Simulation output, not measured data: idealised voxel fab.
Presented below is a process module, voxel wiring stack.
Cross-section cut: width 275 nm, square cells of 5 nm.
Cross-section, as written here: a square-cell grid given band by band from the top down, where a band holds one or more rows of cells.
Band: top height; bottom height; in nm. Then, left to right: material with width in nm, for each material. "edge to edge": a single material spanning edge to edge. "blank": empty space.
The reference from which all heights are counted is 0, the level beneath which the as-received wafer is entirely one material; the lowest band, having no lower bound, proceeds downward and is written after the example "z 0 and below".
So if you see something like "30 to 40" for the width, read it as the top row of the band sitting at the first number and the bottom row at the second, with every row in between moving by the same amount as the last.
Given "nothing was modified" for a step, no cell of the cross-section differs between before and after that step.
If an empty space has no open way to the top and is at least 8 cells in size, "Sealed void list" lists it, written width x height at distance, where distance is measured from the left edge and every value is in nm.
Whatever follows a step's settings on its line is a remark the simulator itself makes about that step.
The optional step-line setting "overlay nm" applies to steps with a mask and quantifies how far to the right of its planned location the mask lay, a negative value indicating leftward placement.
List of planned process steps:
1: RECEIVE: material Si
2: CONFORMAL_DEP: material SiO2, thk nm 15
3: DIRECTIONAL_DEP: material TiN, thk nm 5
4: DIRECTIONAL_DEP: material W, thk nm 25
5: DIRECTIONAL_DEP: material aC, thk nm 10
6: PATTERN: tone cover, mask id METAL_1, material resist, width nm 25, pitch nm 55, thk nm 30, overlay nm 0
7: DIRECTIONAL_ETCH: etch materials aC, depth nm 10
8: STRIP: etch materials resist
9: DIRECTIONAL_ETCH: etch materials W, depth nm 25
10: DIRECTIONAL_ETCH: etch materials TiN, depth nm 5
11: STRIP: etch materials aC
12: FILL_DEP: material SiO2, thk nm 5
13: CMP: height nm 45
14: CONFORMAL_DEP: material SiCN, thk nm 5
15: DIRECTIONAL_DEP: material SiO2, thk nm 15
16: DIRECTIONAL_DEP: material aC, thk nm 15
17: PATTERN: tone open, mask id PLUG_1, material resist, width nm 15, pitch nm 110, thk nm 35, overlay nm 0
18: DIRECTIONAL_ETCH: etch materials aC, depth nm 15
19: STRIP: etch materials resist
20: DIRECTIONAL_ETCH: etch materials SiO2, depth nm 15
21: DIRECTIONAL_ETCH: etch materials SiCN, depth nm 5
22: STRIP: etch materials aC
23: CONFORMAL_DEP: material TiN, thk nm 5
24: FILL_DEP: material Cu, thk nm 10
25: CMP: height nm 65
26: DIRECTIONAL_DEP: material TiN, thk nm 5
27: DIRECTIONAL_DEP: material W, thk nm 15
28: PATTERN: tone cover, mask id METAL_2, material resist, width nm 25, pitch nm 55, thk nm 20, overlay nm 0
29: DIRECTIONAL_ETCH: etch materials W, depth nm 15
30: DIRECTIONAL_ETCH: etch materials TiN, depth nm 5
31: STRIP: etch materials resist
32: CONFORMAL_DEP: material SiCN, thk nm 5
33: FILL_DEP: material SiO2, thk nm 10
34: CMP: height nm 85
35: CONFORMAL_DEP: material SiCN, thk nm 5
36: DIRECTIONAL_DEP: material SiO2, thk nm 25
37: PATTERN: tone open, mask id METAL_3, material resist, width nm 25, pitch nm 55, thk nm 20, overlay nm 0
38: DIRECTIONAL_ETCH: etch materials SiO2, depth nm 15
39: STRIP: etch materials resist
40: PATTERN: tone open, mask id METAL_3_HOLES, material resist, width nm 15, pitch nm 55, thk nm 20, overlay nm 0
41: DIRECTIONAL_ETCH: etch materials SiO2, depth nm 10
42: DIRECTIONAL_ETCH: etch materials SiCN, depth nm 5
43: STRIP: etch materials resist
44: CONFORMAL_DEP: material TiN, thk nm 5
45: FILL_DEP: material Ru, thk nm 5
46: CMP: height nm 115
47: CONFORMAL_DEP: material SiCN, thk nm 5
48: DIRECTIONAL_DEP: material lowk, thk nm 30
49: DIRECTIONAL_DEP: material aC, thk nm 15
50: PATTERN: tone open, mask id METAL_4, material resist, width nm 25, pitch nm 55, thk nm 35, overlay nm 0
51: DIRECTIONAL_ETCH: etch materials aC, depth nm 15
52: STRIP: etch materials resist
53: DIRECTIONAL_ETCH: etch materials lowk, depth nm 15
54: STRIP: etch materials aC
55: DIRECTIONAL_DEP: material aC, thk nm 10
56: PATTERN: tone open, mask id METAL_4_HOLES, material resist, width nm 15, pitch nm 55, thk nm 25, overlay nm 0
57: DIRECTIONAL_ETCH: etch materials aC, depth nm 10
58: STRIP: etch materials resist
59: DIRECTIONAL_ETCH: etch materials lowk, depth nm 15
60: DIRECTIONAL_ETCH: etch materials SiCN, depth nm 5
61: STRIP: etch materials aC
62: CONFORMAL_DEP: material TiN, thk nm 5
63: FILL_DEP: material Cu, thk nm 10
64: CMP: height nm 150
65: CONFORMAL_DEP: material SiN, thk nm 5
Here's what the wafer looked like in cross-section when it arrived - that's after step 1:
    z 0 and below = Si edge to edge
    Sealed void list: none
a wafer at the end: this start, this plan, one mistake:
    z 155 to 150 = SiN edge to edge
    z 150 to 140 = lowk: 40  TiN: 5  Cu: 15  TiN: 5  lowk: 30  TiN: 5  Cu: 15  TiN: 5  lowk: 30  TiN: 5  Cu: 15  TiN: 5  lowk: 30  TiN: 5  Cu: 15  TiN: 5  lowk: 45
    z 140 to 135 = lowk: 40  TiN: 5  Cu: 5  TiN: 15  lowk: 30  TiN: 5  Cu: 5  TiN: 15  lowk: 30  TiN: 5  Cu: 5  TiN: 15  lowk: 30  TiN: 5  Cu: 5  TiN: 15  lowk: 45
    z 135 to 120 = lowk: 40  TiN: 5  Cu: 5  TiN: 5  lowk: 40  TiN: 5  Cu: 5  TiN: 5  lowk: 40  TiN: 5  Cu: 5  TiN: 5  lowk: 40  TiN: 5  Cu: 5  TiN: 5  lowk: 55
    z 120 to 115 = SiCN: 40  TiN: 15  SiCN: 40  TiN: 15  SiCN: 40  TiN: 15  SiCN: 40  TiN: 15  SiCN: 55
    z 115 to 105 = SiO2: 40  TiN: 5  Ru: 15  TiN: 5  SiO2: 30  TiN: 5  Ru: 15  TiN: 5  SiO2: 30  TiN: 5  Ru: 15  TiN: 5  SiO2: 30  TiN: 5  Ru: 15  TiN: 5  SiO2: 45
    z 105 to 100 = SiO2: 40  TiN: 5  Ru: 5  TiN: 15  SiO2: 30  TiN: 5  Ru: 5  TiN: 15  SiO2: 30  TiN: 5  Ru: 5  TiN: 15  SiO2: 30  TiN: 5  Ru: 5  TiN: 15  SiO2: 45
    z 100 to 90 = SiO2: 40  TiN: 5  Ru: 5  TiN: 5  SiO2: 40  TiN: 5  Ru: 5  TiN: 5  SiO2: 40  TiN: 5  Ru: 5  TiN: 5  SiO2: 40  TiN: 5  Ru: 5  TiN: 5  SiO2: 55
    z 90 to 85 = SiCN: 40  TiN: 15  SiCN: 40  TiN: 15  SiCN: 40  TiN: 15  SiCN: 40  TiN: 15  SiCN: 55
    z 85 to 70 = SiO2: 35  SiCN: 5  W: 25  SiCN: 5  SiO2: 20  SiCN: 5  W: 25  SiCN: 5  SiO2: 20  SiCN: 5  W: 25  SiCN: 5  SiO2: 20  SiCN: 5  W: 25  SiCN: 5  SiO2: 40
    z 70 to 65 = SiCN: 40  TiN: 25  SiCN: 30  TiN: 25  SiCN: 30  TiN: 25  SiCN: 30  TiN: 25  SiCN: 45
    z 65 to 50 = SiO2: 40  TiN: 5  W: 5  TiN: 5  SiO2: 95  TiN: 5  W: 5  TiN: 5  SiO2: 110
    z 50 to 45 = SiCN: 40  TiN: 15  SiCN: 95  TiN: 15  SiCN: 110
    z 45 to 20 = SiO2: 40  W: 25  SiO2: 30  W: 25  SiO2: 30  W: 25  SiO2: 30  W: 25  SiO2: 45
    z 20 to 15 = SiO2: 40  TiN: 25  SiO2: 30  TiN: 25  SiO2: 30  TiN: 25  SiO2: 30  TiN: 25  SiO2: 45
    z 15 to 0 = SiO2 edge to edge
    z 0 and below = Si edge to edge
    Sealed void list: none
What went wrong in running the wafer? step 24 changed vs plan, executed as FILL_DEP: material W, thk nm 10
